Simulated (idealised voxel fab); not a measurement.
Process module, titled voxel ribs on slabs
FYI the section here is cut, 290 nm wide, cells are 5 nm squares.
Reading order for cross-sections: top band down to bottom band. Underlying form: a grid of square cells. Band size: one or more rows of cells. Heights first: top, then bottom, in nm. Then materials, left to right, each with a width in nm. "throughout" on a single material: fills the band edge to edge. "empty": empty space. Height datum 0, below which the as-received substrate wafer is one material. Lowest band open at the bottom, running downward: "from 0 down". The expression "30->40" gives the width at the extremes of the band, the first number at its top row of cells and the second at its bottom row, with the width changing by equal amounts from each row to the next in between. Step note "nothing got changed" = no cross-section cell changed. "Internal closed voids" enumerates empty spaces isolated from the top, with no open way to it, that contain at least 8 cells, giving each as width x height at distance from the left edge, all three in nm. What comes after the settings on a step's line is commentary from the simulator itself on that step. The line of a step may include "overlay nm". On a step with a mask, this value is how far to the right of its planned place the mask lay. A negative value means the mask lay to the left.

**Planned process steps**
1. RECEIVE: material Si
2. DIRECTIONAL_DEP: material SiO2, thk nm 25
3. DIRECTIONAL_DEP: material polySi, thk nm 25
4. PATTERN: tone cover, mask id RIB, material resist, width nm 30, thk nm 20, overlay nm 0
5. DIRECTIONAL_ETCH: etch materials polySi, depth nm 10
6. STRIP: etch materials resist
7. MASKED_ETCH: tone cover, mask id SLAB, width nm 90, etch materials polySi, depth nm 15, overlay nm 0
8. FILL_DEP: material SiO2, thk nm 25
9. CMP: height nm 70
10. DIRECTIONAL_DEP: material TiN, thk nm 5
11. MASKED_ETCH: tone cover, mask id HEATER, width nm 40, etch materials TiN, depth nm 5, overlay nm 0
12. CONFORMAL_DEP: material SiO2, thk nm 5

**The cross-section here shows the wafer as received, i.e. in its state after step 1**
from 0 down | Si throughout
Internal closed voids: none

**First of two wafers: cross-section at end of module, run per plan**
from 80 to 75 | 120 empty, then 50 SiO2, then 120 empty
from 75 to 70 | 125 SiO2, then 40 TiN, then 125 SiO2
from 70 to 50 | SiO2 throughout
from 50 to 40 | 130 SiO2, then 30 polySi, then 130 SiO2
from 40 to 25 | 100 SiO2, then 90 polySi, then 100 SiO2
from 25 to 0 | SiO2 throughout
from 0 down | Si throughout
Internal closed voids: none

**Cross-section, wafer two of two, end of module: same start and plan as wafer one, one error in execution**
from 80 to 75 | 120 empty, then 50 SiO2, then 120 empty
from 75 to 70 | 125 SiO2, then 40 TiN, then 125 SiO2
from 70 to 50 | SiO2 throughout
from 50 to 40 | 130 SiO2, then 30 polySi, then 130 SiO2
from 40 to 30 | 100 SiO2, then 90 polySi, then 100 SiO2
from 30 to 25 | polySi throughout
from 25 to 0 | SiO2 throughout
from 0 down | Si throughout
Internal closed voids: none
what went wrong: the process deviated at step 7: the operation and settings actually run there were MASKED_ETCH: tone cover, mask id SLAB, width nm 90, etch materials polySi, depth nm 10, overlay nm 0
Counted in cells at the end, the second wafer holds more or fewer of these materials than the first: 40 fewer of SiO2; 40 more of polySi
